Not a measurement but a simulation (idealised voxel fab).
The process module presented herein is designated voxel transistor to metal.
Displayed cross-section: cut, width of 205 nm, square cells sized 5 nm.
A cross-section in this document is a grid of square cells, and it is written down as bands, the top band listed before the ones below it; a band is made up of one or more rows of cells.
Band: top and bottom heights (nm) first, top before bottom; then materials from left to right, widths in nm. "throughout" marks a sole material filling the band edge to edge. "air" denotes empty space.
Zero point of the height axis is 0; under it, received wafer = one material. Lowest band: continues down indefinitely, "0 nm and below".
Read "30..40" as a graded width: first number on top, second number at the bottom, same change between each pair of neighbouring rows.
Where the words "remained the same" appear for a step, the cross-section shows no cell changed by that step; every cell remained as before.
Empty spaces without an open route to the top, at least 8 cells in extent, make up the entry "Fully closed voids"; each is given as width x height at distance, where the distance is measured from the left edge, and all are in nm.
Text after the settings on a step's line: the simulator's own remark on that step.
The "overlay nm" setting may appear on a step's line; for a step that uses a mask, it gives how far to the right of its planned position the mask lay, and a negative value indicates the left.
[Steps in the process plan]
1. RECEIVE | material Si
2. CONFORMAL_DEP | material SiO2 | thk nm 5
3. CONFORMAL_DEP | material SiN | thk nm 15
4. MASKED_ETCH | tone cover | mask id ACTIVE | width nm 95 | etch materials SiN | depth nm 15 | overlay nm 0
5. MASKED_ETCH | tone cover | mask id ACTIVE | width nm 95 | etch materials SiO2 | depth nm 5 | overlay nm 0
6. MASKED_ETCH | tone cover | mask id ACTIVE | width nm 95 | etch materials Si | depth nm 25 | overlay nm 0
7. FILL_DEP | material SiO2 | thk nm 15
8. CMP | height nm 20
9. SELECTIVE_ETCH | etch materials SiO2 | depth nm 10
10. STRIP | etch materials SiN
11. SELECTIVE_ETCH | etch materials SiO2 | depth nm 5
12. OXIDIZE | depth nm 5
13. DIRECTIONAL_DEP | material polySi | thk nm 25
14. DIRECTIONAL_DEP | material SiCN | thk nm 15
15. PATTERN | tone cover | mask id GATE | material resist | width nm 25 | thk nm 15 | overlay nm 0
16. DIRECTIONAL_ETCH | etch materials SiCN | depth nm 25
17. DIRECTIONAL_ETCH | etch materials polySi | depth nm 35
18. STRIP | etch materials resist
19. CONFORMAL_DEP | material SiN | thk nm 10
20. DIRECTIONAL_ETCH | etch materials SiN | depth nm 10
21. DIRECTIONAL_ETCH | etch materials SiO2 | depth nm 5
22. EPI | material SiGe | thk nm 5
23. FILL_DEP | material SiO2 | thk nm 10
24. CMP | height nm 40
25. DIRECTIONAL_DEP | material SiO2 | thk nm 10
26. PATTERN | tone open | mask id CONTACT | material resist | width nm 25 | pitch nm 60 | thk nm 15 | overlay nm 0
27. DIRECTIONAL_ETCH | etch materials SiO2 | depth nm 50
28. STRIP | etch materials resist
29. CONFORMAL_DEP | material TiN | thk nm 5
30. FILL_DEP | material Ru | thk nm 10
31. CMP | height nm 50
32. CONFORMAL_DEP | material SiN | thk nm 5
33. DIRECTIONAL_DEP | material SiO2 | thk nm 15
34. MASKED_ETCH | tone open | mask id METAL_1 | width nm 15 | pitch nm 70 | etch materials SiO2 | depth nm 15 | overlay nm 0
35. MASKED_ETCH | tone open | mask id METAL_1 | width nm 15 | pitch nm 70 | etch materials SiN | depth nm 5 | overlay nm 0
36. CONFORMAL_DEP | material TiN | thk nm 5
37. FILL_DEP | material W | thk nm 5
38. CMP | height nm 70
39. CONFORMAL_DEP | material SiCN | thk nm 5
[The first of two wafers, run as planned]
[Wafer cross-section on receipt, i.e. after step 1]
> 0 nm and below = Si throughout
> Fully closed voids: none
[So this is the wafer cross-section right after step 2]
> 5 nm to 0 nm = SiO2 throughout
> below 0: unchanged
[So this is the wafer cross-section right after step 3]
> 20 nm to 5 nm = SiN throughout
> below 5: unchanged
[So this is the wafer cross-section right after step 4]
> 20 nm to 5 nm = air=55 / SiN=95 / air=55
> below 5: unchanged
[So this is the wafer cross-section right after step 5]
> 20 nm to 5 nm = air=55 / SiN=95 / air=55
> 5 nm to 0 nm = air=55 / SiO2=95 / air=55
> below 0: unchanged
[So this is the wafer cross-section right after step 6]
> 20 nm to 5 nm = air=55 / SiN=95 / air=55
> 5 nm to 0 nm = air=55 / SiO2=95 / air=55
> 0 nm to -25 nm = air=55 / Si=95 / air=55
> below -25: unchanged
[So this is the wafer cross-section right after step 7]
> 35 nm to 20 nm = SiO2 throughout
> 20 nm to 5 nm = SiO2=55 / SiN=95 / SiO2=55
> 5 nm to 0 nm = SiO2 throughout
> 0 nm to -25 nm = SiO2=55 / Si=95 / SiO2=55
> below -25: unchanged
[So this is the wafer cross-section right after step 8]
> 20 nm to 5 nm = SiO2=55 / SiN=95 / SiO2=55
> below 5: unchanged
[So this is the wafer cross-section right after step 9]
> 20 nm to 10 nm = air=55 / SiN=95 / air=55
> below 10: unchanged
[So this is the wafer cross-section right after step 10]
> 10 nm to 5 nm = SiO2=55 / air=95 / SiO2=55
> below 5: unchanged
[So this is the wafer cross-section right after step 11]
> 5 nm to 0 nm = SiO2=50 / air=105 / SiO2=50
> below 0: unchanged
[So this is the wafer cross-section right after step 12]
> 5 nm to 0 nm = SiO2=50 / air=105 / SiO2=50
> 0 nm to -5 nm = SiO2 throughout
> below -5: unchanged
[So this is the wafer cross-section right after step 13]
> 30 nm to 25 nm = polySi=50 / air=105 / polySi=50
> 25 nm to 5 nm = polySi throughout
> 5 nm to 0 nm = SiO2=50 / polySi=105 / SiO2=50
> below 0: unchanged
[So this is the wafer cross-section right after step 14]
> 45 nm to 40 nm = SiCN=50 / air=105 / SiCN=50
> 40 nm to 30 nm = SiCN throughout
> 30 nm to 25 nm = polySi=50 / SiCN=105 / polySi=50
> below 25: unchanged
[So this is the wafer cross-section right after step 15]
> 60 nm to 45 nm = air=90 / resist=25 / air=90
> 45 nm to 40 nm = SiCN=50 / air=40 / resist=25 / air=40 / SiCN=50
> below 40: unchanged
[So this is the wafer cross-section right after step 16]
> 60 nm to 40 nm = air=90 / resist=25 / air=90
> 40 nm to 30 nm = air=90 / SiCN=25 / air=90
> 30 nm to 25 nm = polySi=50 / air=40 / SiCN=25 / air=40 / polySi=50
> below 25: unchanged
[So this is the wafer cross-section right after step 17]
> 60 nm to 40 nm = air=90 / resist=25 / air=90
> 40 nm to 25 nm = air=90 / SiCN=25 / air=90
> 25 nm to 5 nm = air=90 / polySi=25 / air=90
> 5 nm to 0 nm = SiO2=50 / air=40 / polySi=25 / air=40 / SiO2=50
> below 0: unchanged
[So this is the wafer cross-section right after step 18]
> 40 nm to 25 nm = air=90 / SiCN=25 / air=90
> below 25: unchanged
[So this is the wafer cross-section right after step 19]
> 50 nm to 40 nm = air=80 / SiN=45 / air=80
> 40 nm to 25 nm = air=80 / SiN=10 / SiCN=25 / SiN=10 / air=80
> 25 nm to 15 nm = air=80 / SiN=10 / polySi=25 / SiN=10 / air=80
> 15 nm to 10 nm = SiN=60 / air=20 / SiN=10 / polySi=25 / SiN=10 / air=20 / SiN=60
> 10 nm to 5 nm = SiN=90 / polySi=25 / SiN=90
> 5 nm to 0 nm = SiO2=50 / SiN=40 / polySi=25 / SiN=40 / SiO2=50
> below 0: unchanged
[So this is the wafer cross-section right after step 20]
> 40 nm to 25 nm = air=80 / SiN=10 / SiCN=25 / SiN=10 / air=80
> 25 nm to 5 nm = air=80 / SiN=10 / polySi=25 / SiN=10 / air=80
> 5 nm to 0 nm = SiO2=50 / SiN=10 / air=20 / SiN=10 / polySi=25 / SiN=10 / air=20 / SiN=10 / SiO2=50
> below 0: unchanged
[So this is the wafer cross-section right after step 21]
> 40 nm to 25 nm = air=80 / SiN=10 / SiCN=25 / SiN=10 / air=80
> 25 nm to 5 nm = air=80 / SiN=10 / polySi=25 / SiN=10 / air=80
> 5 nm to 0 nm = air=50 / SiN=10 / air=20 / SiN=10 / polySi=25 / SiN=10 / air=20 / SiN=10 / air=50
> 0 nm to -5 nm = SiO2=60 / air=20 / SiO2=45 / air=20 / SiO2=60
> below -5: unchanged
[So this is the wafer cross-section right after step 22]
> 40 nm to 25 nm = air=80 / SiN=10 / SiCN=25 / SiN=10 / air=80
> 25 nm to 5 nm = air=80 / SiN=10 / polySi=25 / SiN=10 / air=80
> 5 nm to 0 nm = air=50 / SiN=10 / air=20 / SiN=10 / polySi=25 / SiN=10 / air=20 / SiN=10 / air=50
> 0 nm to -5 nm = SiO2=60 / SiGe=20 / SiO2=45 / SiGe=20 / SiO2=60
> below -5: unchanged
[So this is the wafer cross-section right after step 23]
> 50 nm to 40 nm = SiO2 throughout
> 40 nm to 25 nm = SiO2=80 / SiN=10 / SiCN=25 / SiN=10 / SiO2=80
> 25 nm to 5 nm = SiO2=80 / SiN=10 / polySi=25 / SiN=10 / SiO2=80
> 5 nm to 0 nm = SiO2=50 / SiN=10 / SiO2=20 / SiN=10 / polySi=25 / SiN=10 / SiO2=20 / SiN=10 / SiO2=50
> below 0: unchanged
[So this is the wafer cross-section right after step 24]
> 40 nm to 25 nm = SiO2=80 / SiN=10 / SiCN=25 / SiN=10 / SiO2=80
> below 25: unchanged
[So this is the wafer cross-section right after step 25]
> 50 nm to 40 nm = SiO2 throughout
> below 40: unchanged
[So this is the wafer cross-section right after step 26]
> 65 nm to 50 nm = resist=60 / air=25 / resist=35 / air=25 / resist=60
> below 50: unchanged
[So this is the wafer cross-section right after step 27]
> 65 nm to 50 nm = resist=60 / air=25 / resist=35 / air=25 / resist=60
> 50 nm to 40 nm = SiO2=60 / air=25 / SiO2=35 / air=25 / SiO2=60
> 40 nm to 25 nm = SiO2=60 / air=20 / SiN=10 / SiCN=25 / SiN=10 / air=20 / SiO2=60
> 25 nm to 5 nm = SiO2=60 / air=20 / SiN=10 / polySi=25 / SiN=10 / air=20 / SiO2=60
> 5 nm to 0 nm = SiO2=50 / SiN=10 / air=20 / SiN=10 / polySi=25 / SiN=10 / air=20 / SiN=10 / SiO2=50
> below 0: unchanged
[So this is the wafer cross-section right after step 28]
> 50 nm to 40 nm = SiO2=60 / air=25 / SiO2=35 / air=25 / SiO2=60
> below 40: unchanged
[So this is the wafer cross-section right after step 29]
> 55 nm to 50 nm = TiN=65 / air=15 / TiN=45 / air=15 / TiN=65
> 50 nm to 40 nm = SiO2=60 / TiN=5 / air=15..10 / TiN=5..10 / SiO2=35 / TiN=5..10 / air=15..10 / TiN=5 / SiO2=60
> 40 nm to 25 nm = SiO2=60 / TiN=5 / air=10 / TiN=5 / SiN=10 / SiCN=25 / SiN=10 / TiN=5 / air=10 / TiN=5 / SiO2=60
> 25 nm to 5 nm = SiO2=60 / TiN=5 / air=10 / TiN=5 / SiN=10 / polySi=25 / SiN=10 / TiN=5 / air=10 / TiN=5 / SiO2=60
> 5 nm to 0 nm = SiO2=50 / SiN=10 / TiN=20 / SiN=10 / polySi=25 / SiN=10 / TiN=20 / SiN=10 / SiO2=50
> below 0: unchanged
[So this is the wafer cross-section right after step 30]
> 65 nm to 55 nm = Ru throughout
> 55 nm to 50 nm = TiN=65 / Ru=15 / TiN=45 / Ru=15 / TiN=65
> 50 nm to 40 nm = SiO2=60 / TiN=5 / Ru=15..10 / TiN=5..10 / SiO2=35 / TiN=5..10 / Ru=15..10 / TiN=5 / SiO2=60
> 40 nm to 25 nm = SiO2=60 / TiN=5 / Ru=10 / TiN=5 / SiN=10 / SiCN=25 / SiN=10 / TiN=5 / Ru=10 / TiN=5 / SiO2=60
> 25 nm to 5 nm = SiO2=60 / TiN=5 / Ru=10 / TiN=5 / SiN=10 / polySi=25 / SiN=10 / TiN=5 / Ru=10 / TiN=5 / SiO2=60
> below 5: unchanged
[So this is the wafer cross-section right after step 31]
> 50 nm to 40 nm = SiO2=60 / TiN=5 / Ru=15..10 / TiN=5..10 / SiO2=35 / TiN=5..10 / Ru=15..10 / TiN=5 / SiO2=60
> below 40: unchanged
[So this is the wafer cross-section right after step 32]
> 55 nm to 50 nm = SiN throughout
> below 50: unchanged
[So this is the wafer cross-section right after step 33]
> 70 nm to 55 nm = SiO2 throughout
> below 55: unchanged
[So this is the wafer cross-section right after step 34]
> 70 nm to 55 nm = SiO2=60 / air=15 / SiO2=55 / air=15 / SiO2=60
> below 55: unchanged
[So this is the wafer cross-section right after step 35]
> 70 nm to 55 nm = SiO2=60 / air=15 / SiO2=55 / air=15 / SiO2=60
> 55 nm to 50 nm = SiN=60 / air=15 / SiN=55 / air=15 / SiN=60
> below 50: unchanged
[So this is the wafer cross-section right after step 36]
> 75 nm to 70 nm = TiN=65 / air=5 / TiN=65 / air=5 / TiN=65
> 70 nm to 55 nm = SiO2=60 / TiN=5 / air=5 / TiN=5 / SiO2=55 / TiN=5 / air=5 / TiN=5 / SiO2=60
> 55 nm to 50 nm = SiN=60 / TiN=15 / SiN=55 / TiN=15 / SiN=60
> below 50: unchanged
[So this is the wafer cross-section right after step 37]
> 80 nm to 75 nm = W throughout
> 75 nm to 70 nm = TiN=65 / W=5 / TiN=65 / W=5 / TiN=65
> 70 nm to 55 nm = SiO2=60 / TiN=5 / W=5 / TiN=5 / SiO2=55 / TiN=5 / W=5 / TiN=5 / SiO2=60
> below 55: unchanged
[So this is the wafer cross-section right after step 38]
> 70 nm to 55 nm = SiO2=60 / TiN=5 / W=5 / TiN=5 / SiO2=55 / TiN=5 / W=5 / TiN=5 / SiO2=60
> below 55: unchanged
[So this is the wafer cross-section right after step 39]
> 75 nm to 70 nm = SiCN throughout
> below 70: unchanged
[Second wafer, same starting conditions and recipe as the first, one mistake in executing it, nothing differs from the first up to and including step 22]
[Second wafer profile in section, at the moment step 23 of the plan was meant to be complete]
> 50 nm to 40 nm = TiN throughout
> 40 nm to 25 nm = TiN=80 / SiN=10 / SiCN=25 / SiN=10 / TiN=80
> 25 nm to 5 nm = TiN=80 / SiN=10 / polySi=25 / SiN=10 / TiN=80
> 5 nm to 0 nm = TiN=50 / SiN=10 / TiN=20 / SiN=10 / polySi=25 / SiN=10 / TiN=20 / SiN=10 / TiN=50
> below 0: unchanged
[Second wafer profile in section, at the moment step 24 of the plan was meant to be complete]
> 40 nm to 25 nm = TiN=80 / SiN=10 / SiCN=25 / SiN=10 / TiN=80
> below 25: unchanged
[Second wafer profile in section, at the moment step 25 of the plan was meant to be complete]
> 50 nm to 40 nm = SiO2 throughout
> below 40: unchanged
[Second wafer profile in section, at the moment step 26 of the plan was meant to be complete]
> 65 nm to 50 nm = resist=60 / air=25 / resist=35 / air=25 / resist=60
> below 50: unchanged
[Second wafer profile in section, at the moment step 27 of the plan was meant to be complete]
> 65 nm to 50 nm = resist=60 / air=25 / resist=35 / air=25 / resist=60
> 50 nm to 40 nm = SiO2=60 / air=25 / SiO2=35 / air=25 / SiO2=60
> below 40: unchanged
[Second wafer profile in section, at the moment step 28 of the plan was meant to be complete]
> 50 nm to 40 nm = SiO2=60 / air=25 / SiO2=35 / air=25 / SiO2=60
> below 40: unchanged
[Second wafer profile in section, at the moment step 29 of the plan was meant to be complete]
> 55 nm to 50 nm = TiN=65 / air=15 / TiN=45 / air=15 / TiN=65
> 50 nm to 45 nm = SiO2=60 / TiN=5 / air=15 / TiN=5 / SiO2=35 / TiN=5 / air=15 / TiN=5 / SiO2=60
> 45 nm to 40 nm = SiO2=60 / TiN=25 / SiO2=35 / TiN=25 / SiO2=60
> below 40: unchanged
[Second wafer profile in section, at the moment step 30 of the plan was meant to be complete]
> 65 nm to 55 nm = Ru throughout
> 55 nm to 50 nm = TiN=65 / Ru=15 / TiN=45 / Ru=15 / TiN=65
> 50 nm to 45 nm = SiO2=60 / TiN=5 / Ru=15 / TiN=5 / SiO2=35 / TiN=5 / Ru=15 / TiN=5 / SiO2=60
> below 45: unchanged
[Second wafer profile in section, at the moment step 31 of the plan was meant to be complete]
> 50 nm to 45 nm = SiO2=60 / TiN=5 / Ru=15 / TiN=5 / SiO2=35 / TiN=5 / Ru=15 / TiN=5 / SiO2=60
> below 45: unchanged
[Second wafer profile in section, at the moment step 32 of the plan was meant to be complete]
> 55 nm to 50 nm = SiN throughout
> below 50: unchanged
[Second wafer profile in section, at the moment step 33 of the plan was meant to be complete]
> 70 nm to 55 nm = SiO2 throughout
> below 55: unchanged
[Second wafer profile in section, at the moment step 34 of the plan was meant to be complete]
> 70 nm to 55 nm = SiO2=60 / air=15 / SiO2=55 / air=15 / SiO2=60
> below 55: unchanged
[Second wafer profile in section, at the moment step 35 of the plan was meant to be complete]
> 70 nm to 55 nm = SiO2=60 / air=15 / SiO2=55 / air=15 / SiO2=60
> 55 nm to 50 nm = SiN=60 / air=15 / SiN=55 / air=15 / SiN=60
> below 50: unchanged
[Second wafer profile in section, at the moment step 36 of the plan was meant to be complete]
> 75 nm to 70 nm = TiN=65 / air=5 / TiN=65 / air=5 / TiN=65
> 70 nm to 55 nm = SiO2=60 / TiN=5 / air=5 / TiN=5 / SiO2=55 / TiN=5 / air=5 / TiN=5 / SiO2=60
> 55 nm to 50 nm = SiN=60 / TiN=15 / SiN=55 / TiN=15 / SiN=60
> below 50: unchanged
[Second wafer profile in section, at the moment step 37 of the plan was meant to be complete]
> 80 nm to 75 nm = W throughout
> 75 nm to 70 nm = TiN=65 / W=5 / TiN=65 / W=5 / TiN=65
> 70 nm to 55 nm = SiO2=60 / TiN=5 / W=5 / TiN=5 / SiO2=55 / TiN=5 / W=5 / TiN=5 / SiO2=60
> below 55: unchanged
[Second wafer profile in section, at the moment step 38 of the plan was meant to be complete]
> 70 nm to 55 nm = SiO2=60 / TiN=5 / W=5 / TiN=5 / SiO2=55 / TiN=5 / W=5 / TiN=5 / SiO2=60
> below 55: unchanged
[Second wafer profile in section, at the moment step 39 of the plan was meant to be complete]
> 75 nm to 70 nm = SiCN throughout
> below 70: unchanged
Want to know what went wrong? planned and actual differ for step 23; actual: FILL_DEP | material TiN | thk nm 10
Wrapping up, a cell-based count of both wafers puts the second over or under the first for these materials: Ru: 32 fewer, SiO2: 188 fewer, TiN: 220 more
